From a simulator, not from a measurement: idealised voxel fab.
You're looking at the process module voxel lift off.
We display cut, a cross-section 220 nm in width whose square cells are each 5 nm.
If you're reading a cross-section in this doc, picture square cells in a grid; it comes to you as bands, top ones listed first down to the bottom, and a band can be one or more rows of cells.
Look at the band entry: it leads with the top's height and the bottom's height in nm. Then it lists the materials left to right, with a width in nm for each. The word "edge to edge" on a single material says that material fills the band edge to edge. The word "blank" is empty space.
A quick word on heights: they are counted from 0, and under that level the wafer as it came to us is one material throughout. The lowest band is different from the rest in having no bottom; it simply continues downward, written as in "z 0 and below".
Think of "30->40" as a width that walks from the first number to the second as you go down the band, top row to bottom row, taking equal-sized steps from row to row.
"no change occurred" -> step changed no cross-section cell.
"Enclosed void catalog" contains a list of empty spaces, each no smaller than 8 cells and without an open way to the top, written in the form width x height at distance with the distance from the left edge and all three in nm.
Read whatever lies past the settings on a step's line as the simulator's own remark about the step.
A step line may carry the setting "overlay nm", which, for steps involving a mask, states the distance by which the mask lay to the right of its intended position; negative values denote displacement to the left.

The steps planned for the process are as follows
step 1: RECEIVE with material Si
step 2: CONFORMAL_DEP with material SiN, thk nm 5
step 3: PATTERN with tone open, mask id LINES, material resist, width nm 25, pitch nm 50, thk nm 20, overlay nm 0
step 4: DIRECTIONAL_DEP with material Ru, thk nm 10
step 5: STRIP with etch materials resist
step 6: CONFORMAL_DEP with material SiCN, thk nm 10

first wafer, as planned

as received, after step 1
	z 0 and below: Si edge to edge
	Enclosed void catalog: none

Step 2 complete: cross-section through the wafer
	z 5 to 0: SiN edge to edge
	Below a height of 0, the structure has not been altered.

Step 3 complete: cross-section through the wafer
	z 25 to 5: 20 resist  25 blank  25 resist  25 blank  25 resist  25 blank  25 resist  25 blank  25 resist
	Below a height of 5, the structure has not been altered.

Step 4 complete: cross-section through the wafer
	z 35 to 25: 20 Ru  25 blank  25 Ru  25 blank  25 Ru  25 blank  25 Ru  25 blank  25 Ru
	z 25 to 15: 20 resist  25 blank  25 resist  25 blank  25 resist  25 blank  25 resist  25 blank  25 resist
	z 15 to 5: 20 resist  25 Ru  25 resist  25 Ru  25 resist  25 Ru  25 resist  25 Ru  25 resist
	Below a height of 5, the structure has not been altered.

Step 5 complete: cross-section through the wafer
	z 15 to 5: 20 blank  25 Ru  25 blank  25 Ru  25 blank  25 Ru  25 blank  25 Ru  25 blank
	Below a height of 5, the structure has not been altered.

Step 6 complete: cross-section through the wafer
	z 25 to 15: 10 blank  45 SiCN  5 blank  45 SiCN  5 blank  45 SiCN  5 blank  45 SiCN  15 blank
	z 15 to 5: 20 SiCN  25 Ru  25 SiCN  25 Ru  25 SiCN  25 Ru  25 SiCN  25 Ru  25 SiCN
	Below a height of 5, the structure has not been altered.

What follows concerns the second wafer, which started out like the first and was meant to follow the very same plan; one mistake crept in when it was run, but everything up to and including step 2 is the same as for the first wafer

Second wafer, cross-section, planned end of step 3
	z 25 to 5: 15 resist  35 blank  15 resist  35 blank  15 resist  35 blank  15 resist  35 blank  20 resist
	Below a height of 5, the structure has not been altered.

Second wafer, cross-section, planned end of step 4
	z 35 to 25: 15 Ru  35 blank  15 Ru  35 blank  15 Ru  35 blank  15 Ru  35 blank  20 Ru
	z 25 to 15: 15 resist  35 blank  15 resist  35 blank  15 resist  35 blank  15 resist  35 blank  20 resist
	z 15 to 5: 15 resist  35 Ru  15 resist  35 Ru  15 resist  35 Ru  15 resist  35 Ru  20 resist
	Below a height of 5, the structure has not been altered.

Second wafer, cross-section, planned end of step 5
	z 15 to 5: 15 blank  35 Ru  15 blank  35 Ru  15 blank  35 Ru  15 blank  35 Ru  20 blank
	Below a height of 5, the structure has not been altered.

Second wafer, cross-section, planned end of step 6
	z 25 to 15: 5 blank  205 SiCN  10 blank
	z 15 to 5: 15 SiCN  35 Ru  15 SiCN  35 Ru  15 SiCN  35 Ru  15 SiCN  35 Ru  20 SiCN
	Below a height of 5, the structure has not been altered.
Where did the run depart from the plan? step 3 was processed under conditions differing from the plan, specifically as PATTERN with tone open, mask id LINES, material resist, width nm 35, pitch nm 50, thk nm 20, overlay nm 0
Wrapping up, a cell-based count of both wafers puts the second over or under the first for these materials: Ru: 16 more; SiCN: 6 fewer
